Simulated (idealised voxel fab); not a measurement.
process module | voxel double patterning
cross-section cut | 245 nm wide | cells 5 nm
A cross-section is a grid of square cells, given in bands from the top down. A band is one or more rows of cells.
Each band's line starts with the height of the band's top and of its bottom, in nm. Then come its materials from left to right, each with its width in nm. One material with "throughout" fills the band from edge to edge. "air" is empty space.
Height 0 is the level under which the wafer as received is all one material. The lowest band goes on downwards, as in "0 down".
A width such as "30 to 40" changes by the same amount from each row of cells to the next, from the band's top row to its bottom row.
"no change" after a step means that no cell of the cross-section changed.
closed voids: empty space of 8 cells or more with no open way to the top, each as width x height at its distance from the left edge, in nm
after a step's settings: what the simulator itself notes on the step
overlay nm, on a step with a mask: how far to the right of its planned place the mask lay; to the left if negative
plan
1 op RECEIVE | material Si
2 op CONFORMAL_DEP | material SiO2 | thk nm 10
3 op DIRECTIONAL_DEP | material W | thk nm 20
4 op DIRECTIONAL_DEP | material SiCN | thk nm 10
5 op MASKED_ETCH | tone open | mask id FIRST | width nm 15 | pitch nm 50 | etch materials SiCN | depth nm 10 | overlay nm 0
6 op MASKED_ETCH | tone open | mask id SECOND | width nm 15 | etch materials SiCN | depth nm 10 | overlay nm 0
7 op DIRECTIONAL_ETCH | etch materials W | depth nm 20
8 op STRIP | etch materials SiCN
as received, after step 1
  0 down: Si throughout
  closed voids: none
a wafer at the end: this start, this plan, one mistake
  20 to 10: W 90 | air 15 | W 10 | air 15 | W 10 | air 15 | W 90
  10 to 0: SiO2 throughout
  0 down: Si throughout
  closed voids: none
what went wrong: step 3 ran as: op DIRECTIONAL_DEP | material W | thk nm 10
